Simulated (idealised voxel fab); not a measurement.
process module | voxel quadruple lines
cross-section cut | 220 nm wide | cells 5 nm
A cross-section is a grid of square cells, given in bands from the top down. A band is one or more rows of cells.
Each band's line starts with the height of the band's top and of its bottom, in nm. Then come its materials from left to right, each with its width in nm. One material with "throughout" fills the band from edge to edge. "air" is empty space.
Height 0 is the level under which the wafer as received is all one material. The lowest band goes on downwards, as in "0 down".
A width such as "30 to 40" changes by the same amount from each row of cells to the next, from the band's top row to its bottom row.
"no change" after a step means that no cell of the cross-section changed.
closed voids: empty space of 8 cells or more with no open way to the top, each as width x height at its distance from the left edge, in nm
after a step's settings: what the simulator itself notes on the step
overlay nm, on a step with a mask: how far to the right of its planned place the mask lay; to the left if negative
plan
1 op RECEIVE | material Si
2 op CONFORMAL_DEP | material SiO2 | thk nm 10
3 op DIRECTIONAL_DEP | material W | thk nm 15
4 op DIRECTIONAL_DEP | material polySi | thk nm 20
5 op DIRECTIONAL_DEP | material aC | thk nm 25
6 op PATTERN | tone cover | mask id MANDREL | material resist | width nm 35 | pitch nm 100 | thk nm 35 | overlay nm 0
7 op DIRECTIONAL_ETCH | etch materials aC | depth nm 25
8 op STRIP | etch materials resist
9 op CONFORMAL_DEP | material SiO2 | thk nm 15
10 op DIRECTIONAL_ETCH | etch materials SiO2 | depth nm 15
11 op STRIP | etch materials aC
12 op DIRECTIONAL_ETCH | etch materials polySi | depth nm 20
13 op STRIP | etch materials SiO2
14 op CONFORMAL_DEP | material SiCN | thk nm 10
15 op DIRECTIONAL_ETCH | etch materials SiCN | depth nm 10
16 op STRIP | etch materials polySi
17 op DIRECTIONAL_ETCH | etch materials W | depth nm 15
18 op STRIP | etch materials SiCN
19 op FILL_DEP | material SiO2 | thk nm 5
20 op CMP | height nm 25
first wafer, as planned
as received, after step 1
  0 down: Si throughout
  closed voids: none
after step 2
  10 to 0: SiO2 throughout
  below 0: unchanged
after step 3
  25 to 10: W throughout
  below 10: unchanged
after step 4
  45 to 25: polySi throughout
  below 25: unchanged
after step 5
  70 to 45: aC throughout
  below 45: unchanged
after step 6
  105 to 70: air 40 | resist 35 | air 65 | resist 35 | air 45
  below 70: unchanged
after step 7
  80 to 70: air 40 | resist 35 | air 65 | resist 35 | air 45
  70 to 45: air 40 | aC 35 | air 65 | aC 35 | air 45
  below 45: unchanged
after step 8
  70 to 45: air 40 | aC 35 | air 65 | aC 35 | air 45
  below 45: unchanged
after step 9
  85 to 70: air 25 | SiO2 65 | air 35 | SiO2 65 | air 30
  70 to 60: air 25 | SiO2 15 | aC 35 | SiO2 15 | air 35 | SiO2 15 | aC 35 | SiO2 15 | air 30
  60 to 45: SiO2 40 | aC 35 | SiO2 65 | aC 35 | SiO2 45
  below 45: unchanged
after step 10
  70 to 45: air 25 | SiO2 15 | aC 35 | SiO2 15 | air 35 | SiO2 15 | aC 35 | SiO2 15 | air 30
  below 45: unchanged
after step 11
  70 to 45: air 25 | SiO2 15 | air 35 | SiO2 15 | air 35 | SiO2 15 | air 35 | SiO2 15 | air 30
  below 45: unchanged
after step 12
  70 to 45: air 25 | SiO2 15 | air 35 | SiO2 15 | air 35 | SiO2 15 | air 35 | SiO2 15 | air 30
  45 to 25: air 25 | polySi 15 | air 35 | polySi 15 | air 35 | polySi 15 | air 35 | polySi 15 | air 30
  below 25: unchanged
after step 13
  45 to 25: air 25 | polySi 15 | air 35 | polySi 15 | air 35 | polySi 15 | air 35 | polySi 15 | air 30
  below 25: unchanged
after step 14
  55 to 45: air 15 | SiCN 35 | air 15 | SiCN 35 | air 15 | SiCN 35 | air 15 | SiCN 35 | air 20
  45 to 35: air 15 | SiCN 10 | polySi 15 | SiCN 10 | air 15 | SiCN 10 | polySi 15 | SiCN 10 | air 15 | SiCN 10 | polySi 15 | SiCN 10 | air 15 | SiCN 10 | polySi 15 | SiCN 10 | air 20
  35 to 25: SiCN 25 | polySi 15 | SiCN 35 | polySi 15 | SiCN 35 | polySi 15 | SiCN 35 | polySi 15 | SiCN 30
  below 25: unchanged
after step 15
  45 to 25: air 15 | SiCN 10 | polySi 15 | SiCN 10 | air 15 | SiCN 10 | polySi 15 | SiCN 10 | air 15 | SiCN 10 | polySi 15 | SiCN 10 | air 15 | SiCN 10 | polySi 15 | SiCN 10 | air 20
  below 25: unchanged
after step 16
  45 to 25: air 15 | SiCN 10 | air 15 | SiCN 10 | air 15 | SiCN 10 | air 15 | SiCN 10 | air 15 | SiCN 10 | air 15 | SiCN 10 | air 15 | SiCN 10 | air 15 | SiCN 10 | air 20
  below 25: unchanged
after step 17
  45 to 25: air 15 | SiCN 10 | air 15 | SiCN 10 | air 15 | SiCN 10 | air 15 | SiCN 10 | air 15 | SiCN 10 | air 15 | SiCN 10 | air 15 | SiCN 10 | air 15 | SiCN 10 | air 20
  25 to 10: air 15 | W 10 | air 15 | W 10 | air 15 | W 10 | air 15 | W 10 | air 15 | W 10 | air 15 | W 10 | air 15 | W 10 | air 15 | W 10 | air 20
  below 10: unchanged
after step 18
  25 to 10: air 15 | W 10 | air 15 | W 10 | air 15 | W 10 | air 15 | W 10 | air 15 | W 10 | air 15 | W 10 | air 15 | W 10 | air 15 | W 10 | air 20
  below 10: unchanged
after step 19
  30 to 25: SiO2 throughout
  25 to 10: SiO2 15 | W 10 | SiO2 15 | W 10 | SiO2 15 | W 10 | SiO2 15 | W 10 | SiO2 15 | W 10 | SiO2 15 | W 10 | SiO2 15 | W 10 | SiO2 15 | W 10 | SiO2 20
  below 10: unchanged
after step 20
  25 to 10: SiO2 15 | W 10 | SiO2 15 | W 10 | SiO2 15 | W 10 | SiO2 15 | W 10 | SiO2 15 | W 10 | SiO2 15 | W 10 | SiO2 15 | W 10 | SiO2 15 | W 10 | SiO2 20
  below 10: unchanged
second wafer: like start, like plan, one mistake. Through step 2 it matches the first wafer
when step 3 should have ended
  30 to 10: polySi throughout
  below 10: unchanged
when step 4 should have ended
  45 to 30: W throughout
  below 30: unchanged
when step 5 should have ended
  70 to 45: aC throughout
  below 45: unchanged
when step 6 should have ended
  105 to 70: air 40 | resist 35 | air 65 | resist 35 | air 45
  below 70: unchanged
when step 7 should have ended
  80 to 70: air 40 | resist 35 | air 65 | resist 35 | air 45
  70 to 45: air 40 | aC 35 | air 65 | aC 35 | air 45
  below 45: unchanged
when step 8 should have ended
  70 to 45: air 40 | aC 35 | air 65 | aC 35 | air 45
  below 45: unchanged
when step 9 should have ended
  85 to 70: air 25 | SiO2 65 | air 35 | SiO2 65 | air 30
  70 to 60: air 25 | SiO2 15 | aC 35 | SiO2 15 | air 35 | SiO2 15 | aC 35 | SiO2 15 | air 30
  60 to 45: SiO2 40 | aC 35 | SiO2 65 | aC 35 | SiO2 45
  below 45: unchanged
when step 10 should have ended
  70 to 45: air 25 | SiO2 15 | aC 35 | SiO2 15 | air 35 | SiO2 15 | aC 35 | SiO2 15 | air 30
  below 45: unchanged
when step 11 should have ended
  70 to 45: air 25 | SiO2 15 | air 35 | SiO2 15 | air 35 | SiO2 15 | air 35 | SiO2 15 | air 30
  below 45: unchanged
when step 12 should have ended: no change
when step 13 should have ended
  45 to 30: W throughout
  below 30: unchanged
when step 14 should have ended
  55 to 45: SiCN throughout
  below 45: unchanged
when step 15 should have ended
  45 to 30: W throughout
  below 30: unchanged
when step 16 should have ended: no change
when step 17 should have ended
  30 to 10: polySi throughout
  below 10: unchanged
when step 18 should have ended: no change
when step 19 should have ended
  35 to 30: SiO2 throughout
  below 30: unchanged
when step 20 should have ended
  25 to 10: polySi throughout
  below 10: unchanged
what went wrong: steps 3 and 4 were swapped
at the end the second wafer has, in cells: 84 fewer of SiO2 | 48 fewer of W | 132 more of polySi
